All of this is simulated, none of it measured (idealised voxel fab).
process module | voxel ribs on slabs
In the cross-section labelled cut, the width is 250 nm and each square cell is 5 nm.
Each cross-section below is a grid of square cells, stated as bands in top-down order, with one or more rows of cells making up each band. Top, bottom (nm), then materials left to right with widths (nm); lone material tagged "throughout" fills the whole band edge to edge; "air" = empty space. For the purposes of this specification, 0 denotes the height below which the wafer in its as-received condition is composed wholly of one material, and the lowermost band, lacking a lower limit, extends downward without end, as expressed in "from 0 down". Top row gets the first number, bottom row gets the second, and each row in between changes by the same step: that is how a band width like "30..40" works. Reading "remained the same" for a step: not a cell of the cross-section changed in it. "Closed void catalog" contains a list of empty spaces, each no smaller than 8 cells and without an open way to the top, written in the form width x height at distance with the distance from the left edge and all three in nm. Text after the settings on a step's line: the simulator's own remark on that step. A step's line can hold "overlay nm"; with a mask on that step, the setting says how far right of the planned place the mask lay, while a negative setting says it lay to the left.
# Steps planned for the process
1 RECEIVE,material Si
2 DIRECTIONAL_DEP,material SiO2,thk nm 25
3 DIRECTIONAL_DEP,material polySi,thk nm 5
4 DIRECTIONAL_DEP,material aC,thk nm 15
5 PATTERN,tone cover,mask id RIB,material resist,width nm 20,thk nm 35,overlay nm 0
6 DIRECTIONAL_ETCH,etch materials aC,depth nm 15
7 STRIP,etch materials resist
8 DIRECTIONAL_ETCH,etch materials polySi,depth nm 10
9 STRIP,etch materials aC
10 PATTERN,tone cover,mask id SLAB,material resist,width nm 50,thk nm 15,overlay nm 0
11 DIRECTIONAL_ETCH,etch materials polySi,depth nm 5
12 STRIP,etch materials resist
13 FILL_DEP,material SiO2,thk nm 30
14 CMP,height nm 60
15 DIRECTIONAL_DEP,material W,thk nm 5
16 PATTERN,tone cover,mask id HEATER,material resist,width nm 30,thk nm 20,overlay nm 0
17 DIRECTIONAL_ETCH,etch materials W,depth nm 5
18 STRIP,etch materials resist
19 CONFORMAL_DEP,material SiN,thk nm 5
Split variable: thk nm, step 3. Plan value = first wafer. Wafers start alike.
# The first of several wafers, as received after step 1, seen in section
* from 0 down | Si throughout
* Closed void catalog: none
# Below, a row for every wafer. Read it as the end-of-module picture: for each material the wafer shows its cells gained (+) or lost (-) since it was received, and then its closed voids
thk nm 5 | +52 SiN | +596 SiO2 | +6 W | +4 polySi | Closed void catalog: none
thk nm 10 | +52 SiN | +592 SiO2 | +6 W | +8 polySi | Closed void catalog: none
thk nm 15 | +52 SiN | +582 SiO2 | +6 W | +18 polySi | Closed void catalog: none
thk nm 20 | +52 SiN | +532 SiO2 | +6 W | +68 polySi | Closed void catalog: none
thk nm 25 | +52 SiN | +482 SiO2 | +6 W | +118 polySi | Closed void catalog: none
thk nm 30 | +52 SiN | +432 SiO2 | +6 W | +168 polySi | Closed void catalog: none
